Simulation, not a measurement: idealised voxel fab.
process module | voxel self aligned contacts
cross-section cut | 210 nm wide | cells 5 nm
A cross-section is a grid of square cells, given in bands from the top down. A band is one or more rows of cells.
Each band's line starts with the height of the band's top and of its bottom, in nm. Then come its materials from left to right, each with its width in nm. One material with "throughout" fills the band from edge to edge. "air" is empty space.
Height 0 is the level under which the wafer as received is all one material. The lowest band goes on downwards, as in "0 down".
A width such as "30 to 40" changes by the same amount from each row of cells to the next, from the band's top row to its bottom row.
"no change" after a step means that no cell of the cross-section changed.
closed voids: empty space of 8 cells or more with no open way to the top, each as width x height at its distance from the left edge, in nm
after a step's settings: what the simulator itself notes on the step
overlay nm, on a step with a mask: how far to the right of its planned place the mask lay; to the left if negative
plan
1 op RECEIVE | material Si
2 op OXIDIZE | depth nm 5
3 op DIRECTIONAL_DEP | material polySi | thk nm 25
4 op DIRECTIONAL_DEP | material SiN | thk nm 20
5 op PATTERN | tone cover | mask id GATE | material resist | width nm 30 | pitch nm 55 | thk nm 15 | overlay nm 0
6 op DIRECTIONAL_ETCH | etch materials SiN | depth nm 20
7 op DIRECTIONAL_ETCH | etch materials polySi | depth nm 25
8 op STRIP | etch materials resist
9 op CONFORMAL_DEP | material SiN | thk nm 5
10 op DIRECTIONAL_ETCH | etch materials SiN | depth nm 5
11 op FILL_DEP | material SiO2 | thk nm 15
12 op CMP | height nm 55
13 op PATTERN | tone open | mask id CONTACT | material resist | width nm 35 | pitch nm 55 | thk nm 15 | overlay nm 0
14 op DIRECTIONAL_ETCH | etch materials SiO2 | depth nm 60
15 op STRIP | etch materials resist
16 op CONFORMAL_DEP | material TiN | thk nm 5
17 op FILL_DEP | material W | thk nm 10
18 op CMP | height nm 55
19 op CONFORMAL_DEP | material SiCN | thk nm 5
as received, after step 1
  0 down: Si throughout
  closed voids: none
first wafer at the end, as planned
  60 to 55: SiCN throughout
  55 to 45: SiO2 60 | TiN 5 to 15 | W 25 to 5 | TiN 5 to 15 | SiO2 20 | TiN 5 to 15 | W 25 to 5 | TiN 5 to 15 | SiO2 60
  45 to 25: SiO2 30 | SiN 40 | TiN 5 | W 5 | TiN 5 | SiN 40 | TiN 5 | W 5 | TiN 5 | SiN 40 | SiO2 30
  25 to 0: SiO2 30 | SiN 5 | polySi 30 | SiN 5 | TiN 5 | W 5 | TiN 5 | SiN 5 | polySi 30 | SiN 5 | TiN 5 | W 5 | TiN 5 | SiN 5 | polySi 30 | SiN 5 | SiO2 30
  0 to -5: SiO2 70 | TiN 15 | SiO2 40 | TiN 15 | SiO2 70
  -5 down: Si throughout
  closed voids: none
second wafer at the end: like start, like plan, one mistake
  60 to 55: SiCN throughout
  55 to 50: W 55 | TiN 5 | SiO2 35 | TiN 5 | W 10 | TiN 5 | SiO2 35 | TiN 5 | W 55
  50 to 45: W 25 | TiN 35 | SiO2 35 | TiN 20 | SiO2 35 | TiN 35 | W 25
  45 to 25: W 25 | TiN 5 | SiN 40 | SiO2 15 | SiN 40 | SiO2 15 | SiN 40 | TiN 5 | W 25
  25 to 0: W 25 | TiN 5 | SiN 5 | polySi 30 | SiN 5 | SiO2 15 | SiN 5 | polySi 30 | SiN 5 | SiO2 15 | SiN 5 | polySi 30 | SiN 5 | TiN 5 | W 25
  0 to -5: TiN 30 | SiO2 150 | TiN 30
  -5 down: Si throughout
  closed voids: none
what went wrong: step 13 ran as: op PATTERN | tone cover | mask id CONTACT | material resist | width nm 35 | pitch nm 55 | thk nm 15 | overlay nm 0
at the end the second wafer has, in cells: 88 fewer of SiO2 | 6 fewer of TiN | 94 more of W
